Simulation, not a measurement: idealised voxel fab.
The name of this process module is voxel self aligned contacts.
The cross-section on display is named cut; it measures 180 nm wide, and its cells are 5 nm squares.
We lay out every cross-section as a grid of square cells and spell it out in bands from the top down, where one band means one or more rows of cells. Band entry format. Leading values: height of top, height of bottom, nm. Remainder: materials in left-to-right order, each with its width in nm. Special words: "throughout" on a single material, which then fills the band edge to edge; "empty", empty space. Basically, 0 is our baseline, since under it the wafer straight out of the box is all one material. The bottom band has no lower end and keeps on going down, so it looks like "0..down". A width such as "30 to 40" changes by the same amount from each row of cells to the next, from the band's top row to its bottom row. Step marked "no change"? Then no cell in the cross-section changed in it. "Sealed voids": sealed empty spaces, 8 cells or more, no open way to top, listed width x height at distance, with distance from the left edge and width, height and distance in nm. Formally, on a step line, whatever follows the settings is a remark that the simulator itself makes on the step. The setting "overlay nm" may be written on the line of a step. When the step uses a mask, the value reports how far to the right of the planned place the mask lay, and a negative value reports that it lay to the left.

# The process steps that were planned are listed below
- 1: RECEIVE with material Si
- 2: CONFORMAL_DEP with material SiO2, thk nm 5
- 3: DIRECTIONAL_DEP with material polySi, thk nm 30
- 4: DIRECTIONAL_DEP with material SiN, thk nm 25
- 5: PATTERN with tone cover, mask id GATE, material resist, width nm 25, pitch nm 65, thk nm 15, overlay nm 0
- 6: DIRECTIONAL_ETCH with etch materials SiN, depth nm 25
- 7: DIRECTIONAL_ETCH with etch materials polySi, depth nm 30
- 8: STRIP with etch materials resist
- 9: CONFORMAL_DEP with material SiN, thk nm 10
- 10: DIRECTIONAL_ETCH with etch materials SiN, depth nm 10
- 11: FILL_DEP with material SiO2, thk nm 10
- 12: CMP with height nm 65
- 13: PATTERN with tone open, mask id CONTACT, material resist, width nm 50, thk nm 15, overlay nm 0
- 14: DIRECTIONAL_ETCH with etch materials SiO2, depth nm 65
- 15: STRIP with etch materials resist
- 16: CONFORMAL_DEP with material TiN, thk nm 5
- 17: FILL_DEP with material W, thk nm 10
- 18: CMP with height nm 65
- 19: CONFORMAL_DEP with material SiN, thk nm 5

# What follows covers the first of two wafers; it ran as planned

# Cross-section of the incoming wafer, state after step 1
    0..down: Si throughout
    Sealed voids: none

# Wafer section view after processing step 2
    5..0: SiO2 throughout
    Under the height 0 nothing was changed.

# Wafer section view after processing step 3
    35..5: polySi throughout
    Under the height 5 nothing was changed.

# Wafer section view after processing step 4
    60..35: SiN throughout
    Under the height 35 nothing was changed.

# Wafer section view after processing step 5
    75..60: empty 45; resist 25; empty 40; resist 25; empty 45
    Under the height 60 nothing was changed.

# Wafer section view after processing step 6
    75..60: empty 45; resist 25; empty 40; resist 25; empty 45
    60..35: empty 45; SiN 25; empty 40; SiN 25; empty 45
    Under the height 35 nothing was changed.

# Wafer section view after processing step 7
    75..60: empty 45; resist 25; empty 40; resist 25; empty 45
    60..35: empty 45; SiN 25; empty 40; SiN 25; empty 45
    35..5: empty 45; polySi 25; empty 40; polySi 25; empty 45
    Under the height 5 nothing was changed.

# Wafer section view after processing step 8
    60..35: empty 45; SiN 25; empty 40; SiN 25; empty 45
    Under the height 35 nothing was changed.

# Wafer section view after processing step 9
    70..35: empty 35; SiN 45; empty 20; SiN 45; empty 35
    35..15: empty 35; SiN 10; polySi 25; SiN 10; empty 20; SiN 10; polySi 25; SiN 10; empty 35
    15..5: SiN 45; polySi 25; SiN 40; polySi 25; SiN 45
    Under the height 5 nothing was changed.

# Wafer section view after processing step 10
    60..35: empty 35; SiN 45; empty 20; SiN 45; empty 35
    35..5: empty 35; SiN 10; polySi 25; SiN 10; empty 20; SiN 10; polySi 25; SiN 10; empty 35
    Under the height 5 nothing was changed.

# Wafer section view after processing step 11
    70..60: SiO2 throughout
    60..35: SiO2 35; SiN 45; SiO2 20; SiN 45; SiO2 35
    35..5: SiO2 35; SiN 10; polySi 25; SiN 10; SiO2 20; SiN 10; polySi 25; SiN 10; SiO2 35
    Under the height 5 nothing was changed.

# Wafer section view after processing step 12
    65..60: SiO2 throughout
    Under the height 60 nothing was changed.

# Wafer section view after processing step 13
    80..65: resist 65; empty 50; resist 65
    Under the height 65 nothing was changed.

# Wafer section view after processing step 14
    80..65: resist 65; empty 50; resist 65
    65..60: SiO2 65; empty 50; SiO2 65
    60..35: SiO2 35; SiN 45; empty 20; SiN 45; SiO2 35
    35..5: SiO2 35; SiN 10; polySi 25; SiN 10; empty 20; SiN 10; polySi 25; SiN 10; SiO2 35
    5..0: SiO2 80; empty 20; SiO2 80
    Under the height 0 nothing was changed.

# Wafer section view after processing step 15
    65..60: SiO2 65; empty 50; SiO2 65
    Under the height 60 nothing was changed.

# Wafer section view after processing step 16
    70..65: TiN 70; empty 40; TiN 70
    65..60: SiO2 65; TiN 20; empty 10; TiN 20; SiO2 65
    60..35: SiO2 35; SiN 45; TiN 5; empty 10; TiN 5; SiN 45; SiO2 35
    35..5: SiO2 35; SiN 10; polySi 25; SiN 10; TiN 5; empty 10; TiN 5; SiN 10; polySi 25; SiN 10; SiO2 35
    5..0: SiO2 80; TiN 20; SiO2 80
    Under the height 0 nothing was changed.

# Wafer section view after processing step 17
    80..70: W throughout
    70..65: TiN 70; W 40; TiN 70
    65..60: SiO2 65; TiN 20; W 10; TiN 20; SiO2 65
    60..35: SiO2 35; SiN 45; TiN 5; W 10; TiN 5; SiN 45; SiO2 35
    35..5: SiO2 35; SiN 10; polySi 25; SiN 10; TiN 5; W 10; TiN 5; SiN 10; polySi 25; SiN 10; SiO2 35
    Under the height 5 nothing was changed.

# Wafer section view after processing step 18
    65..60: SiO2 65; TiN 20; W 10; TiN 20; SiO2 65
    Under the height 60 nothing was changed.

# Wafer section view after processing step 19
    70..65: SiN throughout
    Under the height 65 nothing was changed.

# The second wafer was prepared from the same starting point and under the same plan as the first; its processing contained one mistake, and it remains indistinguishable from the first wafer up to and including step 8

# Second wafer cross-section, taken as of the time the plan sets for step 9 to be done
    50..35: empty 45; SiN 25; empty 40; SiN 25; empty 45
    Under the height 35 nothing was changed.

# Second wafer cross-section, taken as of the time the plan sets for step 10 to be done
    60..35: empty 35; SiN 45; empty 20; SiN 45; empty 35
    35..15: empty 35; SiN 10; polySi 25; SiN 10; empty 20; SiN 10; polySi 25; SiN 10; empty 35
    15..5: SiN 45; polySi 25; SiN 40; polySi 25; SiN 45
    Under the height 5 nothing was changed.

# Second wafer cross-section, taken as of the time the plan sets for step 11 to be done
    70..60: SiO2 throughout
    60..35: SiO2 35; SiN 45; SiO2 20; SiN 45; SiO2 35
    35..15: SiO2 35; SiN 10; polySi 25; SiN 10; SiO2 20; SiN 10; polySi 25; SiN 10; SiO2 35
    Under the height 15 nothing was changed.

# Second wafer cross-section, taken as of the time the plan sets for step 12 to be done
    65..60: SiO2 throughout
    Under the height 60 nothing was changed.

# Second wafer cross-section, taken as of the time the plan sets for step 13 to be done
    80..65: resist 65; empty 50; resist 65
    Under the height 65 nothing was changed.

# Second wafer cross-section, taken as of the time the plan sets for step 14 to be done
    80..65: resist 65; empty 50; resist 65
    65..60: SiO2 65; empty 50; SiO2 65
    60..35: SiO2 35; SiN 45; empty 20; SiN 45; SiO2 35
    35..15: SiO2 35; SiN 10; polySi 25; SiN 10; empty 20; SiN 10; polySi 25; SiN 10; SiO2 35
    Under the height 15 nothing was changed.

# Second wafer cross-section, taken as of the time the plan sets for step 15 to be done
    65..60: SiO2 65; empty 50; SiO2 65
    Under the height 60 nothing was changed.

# Second wafer cross-section, taken as of the time the plan sets for step 16 to be done
    70..65: TiN 70; empty 40; TiN 70
    65..60: SiO2 65; TiN 20; empty 10; TiN 20; SiO2 65
    60..35: SiO2 35; SiN 45; TiN 5; empty 10; TiN 5; SiN 45; SiO2 35
    35..20: SiO2 35; SiN 10; polySi 25; SiN 10; TiN 5; empty 10; TiN 5; SiN 10; polySi 25; SiN 10; SiO2 35
    20..15: SiO2 35; SiN 10; polySi 25; SiN 10; TiN 20; SiN 10; polySi 25; SiN 10; SiO2 35
    Under the height 15 nothing was changed.

# Second wafer cross-section, taken as of the time the plan sets for step 17 to be done
    80..70: W throughout
    70..65: TiN 70; W 40; TiN 70
    65..60: SiO2 65; TiN 20; W 10; TiN 20; SiO2 65
    60..35: SiO2 35; SiN 45; TiN 5; W 10; TiN 5; SiN 45; SiO2 35
    35..20: SiO2 35; SiN 10; polySi 25; SiN 10; TiN 5; W 10; TiN 5; SiN 10; polySi 25; SiN 10; SiO2 35
    Under the height 20 nothing was changed.

# Second wafer cross-section, taken as of the time the plan sets for step 18 to be done
    65..60: SiO2 65; TiN 20; W 10; TiN 20; SiO2 65
    Under the height 60 nothing was changed.

# Second wafer cross-section, taken as of the time the plan sets for step 19 to be done
    70..65: SiN throughout
    Under the height 65 nothing was changed.
Against the plan, the run slipped here: step 10 occupied the plan position of step 9, and the converse holds as well
Final difference in cells, second wafer against first, listed per material as more or fewer: SiN: 36 more | SiO2: 24 fewer | TiN: 6 fewer | W: 6 fewer
